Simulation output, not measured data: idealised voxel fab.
process module | voxel wiring stack
cross-section cut | 295 nm wide | cells 5 nm
A cross-section is a grid of square cells, given in bands from the top down. A band is one or more rows of cells.
Each band's line starts with the height of the band's top and of its bottom, in nm. Then come its materials from left to right, each with its width in nm. One material with "throughout" fills the band from edge to edge. "air" is empty space.
Height 0 is the level under which the wafer as received is all one material. The lowest band goes on downwards, as in "0 down".
A width such as "30 to 40" changes by the same amount from each row of cells to the next, from the band's top row to its bottom row.
"no change" after a step means that no cell of the cross-section changed.
closed voids: empty space of 8 cells or more with no open way to the top, each as width x height at its distance from the left edge, in nm
after a step's settings: what the simulator itself notes on the step
overlay nm, on a step with a mask: how far to the right of its planned place the mask lay; to the left if negative
plan
1 op RECEIVE | material Si
2 op CONFORMAL_DEP | material SiO2 | thk nm 10
3 op DIRECTIONAL_DEP | material TiN | thk nm 5
4 op DIRECTIONAL_DEP | material Ru | thk nm 25
5 op MASKED_ETCH | tone cover | mask id METAL_1 | width nm 30 | pitch nm 55 | etch materials Ru | depth nm 25 | overlay nm 0
6 op MASKED_ETCH | tone cover | mask id METAL_1 | width nm 30 | pitch nm 55 | etch materials TiN | depth nm 5 | overlay nm 0
7 op FILL_DEP | material SiO2 | thk nm 10
8 op CMP | height nm 40
9 op CONFORMAL_DEP | material SiCN | thk nm 5
10 op DIRECTIONAL_DEP | material lowk | thk nm 20
11 op PATTERN | tone open | mask id PLUG_1 | material resist | width nm 15 | pitch nm 110 | thk nm 20 | overlay nm 0
12 op DIRECTIONAL_ETCH | etch materials lowk | depth nm 20
13 op DIRECTIONAL_ETCH | etch materials SiCN | depth nm 5
14 op STRIP | etch materials resist
15 op EPI | material Ru | thk nm 10
16 op EPI | material Ru | thk nm 10
17 op EPI | material Ru | thk nm 5
18 op DIRECTIONAL_DEP | material TiN | thk nm 5
19 op DIRECTIONAL_DEP | material W | thk nm 20
20 op DIRECTIONAL_DEP | material aC | thk nm 15
21 op PATTERN | tone cover | mask id METAL_2 | material resist | width nm 30 | pitch nm 55 | thk nm 35 | overlay nm 0
22 op DIRECTIONAL_ETCH | etch materials aC | depth nm 15
23 op STRIP | etch materials resist
24 op DIRECTIONAL_ETCH | etch materials W | depth nm 20
25 op DIRECTIONAL_ETCH | etch materials TiN | depth nm 5
26 op STRIP | etch materials aC
27 op FILL_DEP | material SiO2 | thk nm 5
28 op CMP | height nm 90
29 op CONFORMAL_DEP | material SiCN | thk nm 5
first wafer, as planned
as received, after step 1
  0 down: Si throughout
  closed voids: none
after step 2
  10 to 0: SiO2 throughout
  below 0: unchanged
after step 3
  15 to 10: TiN throughout
  below 10: unchanged
after step 4
  40 to 15: Ru throughout
  below 15: unchanged
after step 5
  40 to 15: air 75 | Ru 30 | air 25 | Ru 30 | air 25 | Ru 30 | air 80
  below 15: unchanged
after step 6
  40 to 15: air 75 | Ru 30 | air 25 | Ru 30 | air 25 | Ru 30 | air 80
  15 to 10: air 75 | TiN 30 | air 25 | TiN 30 | air 25 | TiN 30 | air 80
  below 10: unchanged
after step 7
  50 to 40: SiO2 throughout
  40 to 15: SiO2 75 | Ru 30 | SiO2 25 | Ru 30 | SiO2 25 | Ru 30 | SiO2 80
  15 to 10: SiO2 75 | TiN 30 | SiO2 25 | TiN 30 | SiO2 25 | TiN 30 | SiO2 80
  below 10: unchanged
after step 8
  40 to 15: SiO2 75 | Ru 30 | SiO2 25 | Ru 30 | SiO2 25 | Ru 30 | SiO2 80
  below 15: unchanged
after step 9
  45 to 40: SiCN throughout
  below 40: unchanged
after step 10
  65 to 45: lowk throughout
  below 45: unchanged
after step 11
  85 to 65: resist 75 | air 15 | resist 95 | air 15 | resist 95
  below 65: unchanged
after step 12
  85 to 65: resist 75 | air 15 | resist 95 | air 15 | resist 95
  65 to 45: lowk 75 | air 15 | lowk 95 | air 15 | lowk 95
  below 45: unchanged
after step 13
  85 to 65: resist 75 | air 15 | resist 95 | air 15 | resist 95
  65 to 45: lowk 75 | air 15 | lowk 95 | air 15 | lowk 95
  45 to 40: SiCN 75 | air 15 | SiCN 95 | air 15 | SiCN 95
  below 40: unchanged
after step 14
  65 to 45: lowk 75 | air 15 | lowk 95 | air 15 | lowk 95
  below 45: unchanged
after step 15
  65 to 50: lowk 75 | air 15 | lowk 95 | air 15 | lowk 95
  50 to 45: lowk 75 | Ru 15 | lowk 95 | Ru 15 | lowk 95
  45 to 40: SiCN 75 | Ru 15 | SiCN 95 | Ru 15 | SiCN 95
  below 40: unchanged
after step 16
  65 to 60: lowk 75 | air 15 | lowk 95 | air 15 | lowk 95
  60 to 45: lowk 75 | Ru 15 | lowk 95 | Ru 15 | lowk 95
  below 45: unchanged
after step 17
  65 to 45: lowk 75 | Ru 15 | lowk 95 | Ru 15 | lowk 95
  below 45: unchanged
after step 18
  70 to 65: TiN throughout
  below 65: unchanged
after step 19
  90 to 70: W throughout
  below 70: unchanged
after step 20
  105 to 90: aC throughout
  below 90: unchanged
after step 21
  140 to 105: air 75 | resist 30 | air 25 | resist 30 | air 25 | resist 30 | air 80
  below 105: unchanged
after step 22
  125 to 105: air 75 | resist 30 | air 25 | resist 30 | air 25 | resist 30 | air 80
  105 to 90: air 75 | aC 30 | air 25 | aC 30 | air 25 | aC 30 | air 80
  below 90: unchanged
after step 23
  105 to 90: air 75 | aC 30 | air 25 | aC 30 | air 25 | aC 30 | air 80
  below 90: unchanged
after step 24
  105 to 90: air 75 | aC 30 | air 25 | aC 30 | air 25 | aC 30 | air 80
  90 to 70: air 75 | W 30 | air 25 | W 30 | air 25 | W 30 | air 80
  below 70: unchanged
after step 25
  105 to 90: air 75 | aC 30 | air 25 | aC 30 | air 25 | aC 30 | air 80
  90 to 70: air 75 | W 30 | air 25 | W 30 | air 25 | W 30 | air 80
  70 to 65: air 75 | TiN 30 | air 25 | TiN 30 | air 25 | TiN 30 | air 80
  below 65: unchanged
after step 26
  90 to 70: air 75 | W 30 | air 25 | W 30 | air 25 | W 30 | air 80
  below 70: unchanged
after step 27
  95 to 90: SiO2 throughout
  90 to 70: SiO2 75 | W 30 | SiO2 25 | W 30 | SiO2 25 | W 30 | SiO2 80
  70 to 65: SiO2 75 | TiN 30 | SiO2 25 | TiN 30 | SiO2 25 | TiN 30 | SiO2 80
  below 65: unchanged
after step 28
  90 to 70: SiO2 75 | W 30 | SiO2 25 | W 30 | SiO2 25 | W 30 | SiO2 80
  below 70: unchanged
after step 29
  95 to 90: SiCN throughout
  below 90: unchanged
second wafer: like start, like plan, one mistake. Through step 3 it matches the first wafer
when step 4 should have ended
  40 to 10: TiN throughout
  below 10: unchanged
when step 5 should have ended: no change
when step 6 should have ended
  40 to 35: air 75 | TiN 30 | air 25 | TiN 30 | air 25 | TiN 30 | air 80
  below 35: unchanged
when step 7 should have ended
  50 to 40: SiO2 throughout
  40 to 35: SiO2 75 | TiN 30 | SiO2 25 | TiN 30 | SiO2 25 | TiN 30 | SiO2 80
  below 35: unchanged
when step 8 should have ended
  40 to 35: SiO2 75 | TiN 30 | SiO2 25 | TiN 30 | SiO2 25 | TiN 30 | SiO2 80
  below 35: unchanged
when step 9 should have ended
  45 to 40: SiCN throughout
  below 40: unchanged
when step 10 should have ended
  65 to 45: lowk throughout
  below 45: unchanged
when step 11 should have ended
  85 to 65: resist 75 | air 15 | resist 95 | air 15 | resist 95
  below 65: unchanged
when step 12 should have ended
  85 to 65: resist 75 | air 15 | resist 95 | air 15 | resist 95
  65 to 45: lowk 75 | air 15 | lowk 95 | air 15 | lowk 95
  below 45: unchanged
when step 13 should have ended
  85 to 65: resist 75 | air 15 | resist 95 | air 15 | resist 95
  65 to 45: lowk 75 | air 15 | lowk 95 | air 15 | lowk 95
  45 to 40: SiCN 75 | air 15 | SiCN 95 | air 15 | SiCN 95
  below 40: unchanged
when step 14 should have ended
  65 to 45: lowk 75 | air 15 | lowk 95 | air 15 | lowk 95
  below 45: unchanged
when step 15 should have ended
  65 to 50: lowk 75 | air 15 | lowk 95 | air 15 | lowk 95
  50 to 45: lowk 75 | Ru 15 | lowk 95 | Ru 15 | lowk 95
  45 to 40: SiCN 75 | Ru 15 | SiCN 95 | Ru 15 | SiCN 95
  below 40: unchanged
when step 16 should have ended
  65 to 60: lowk 75 | air 15 | lowk 95 | air 15 | lowk 95
  60 to 45: lowk 75 | Ru 15 | lowk 95 | Ru 15 | lowk 95
  below 45: unchanged
when step 17 should have ended
  65 to 45: lowk 75 | Ru 15 | lowk 95 | Ru 15 | lowk 95
  below 45: unchanged
when step 18 should have ended
  70 to 65: TiN throughout
  below 65: unchanged
when step 19 should have ended
  90 to 70: W throughout
  below 70: unchanged
when step 20 should have ended
  105 to 90: aC throughout
  below 90: unchanged
when step 21 should have ended
  140 to 105: air 75 | resist 30 | air 25 | resist 30 | air 25 | resist 30 | air 80
  below 105: unchanged
when step 22 should have ended
  125 to 105: air 75 | resist 30 | air 25 | resist 30 | air 25 | resist 30 | air 80
  105 to 90: air 75 | aC 30 | air 25 | aC 30 | air 25 | aC 30 | air 80
  below 90: unchanged
when step 23 should have ended
  105 to 90: air 75 | aC 30 | air 25 | aC 30 | air 25 | aC 30 | air 80
  below 90: unchanged
when step 24 should have ended
  105 to 90: air 75 | aC 30 | air 25 | aC 30 | air 25 | aC 30 | air 80
  90 to 70: air 75 | W 30 | air 25 | W 30 | air 25 | W 30 | air 80
  below 70: unchanged
when step 25 should have ended
  105 to 90: air 75 | aC 30 | air 25 | aC 30 | air 25 | aC 30 | air 80
  90 to 70: air 75 | W 30 | air 25 | W 30 | air 25 | W 30 | air 80
  70 to 65: air 75 | TiN 30 | air 25 | TiN 30 | air 25 | TiN 30 | air 80
  below 65: unchanged
when step 26 should have ended
  90 to 70: air 75 | W 30 | air 25 | W 30 | air 25 | W 30 | air 80
  below 70: unchanged
when step 27 should have ended
  95 to 90: SiO2 throughout
  90 to 70: SiO2 75 | W 30 | SiO2 25 | W 30 | SiO2 25 | W 30 | SiO2 80
  70 to 65: SiO2 75 | TiN 30 | SiO2 25 | TiN 30 | SiO2 25 | TiN 30 | SiO2 80
  below 65: unchanged
when step 28 should have ended
  90 to 70: SiO2 75 | W 30 | SiO2 25 | W 30 | SiO2 25 | W 30 | SiO2 80
  below 70: unchanged
when step 29 should have ended
  95 to 90: SiCN throughout
  below 90: unchanged
what went wrong: step 4 ran as: op DIRECTIONAL_DEP | material TiN | thk nm 25
at the end the second wafer has, in cells: 90 fewer of Ru | 205 fewer of SiO2 | 295 more of TiN
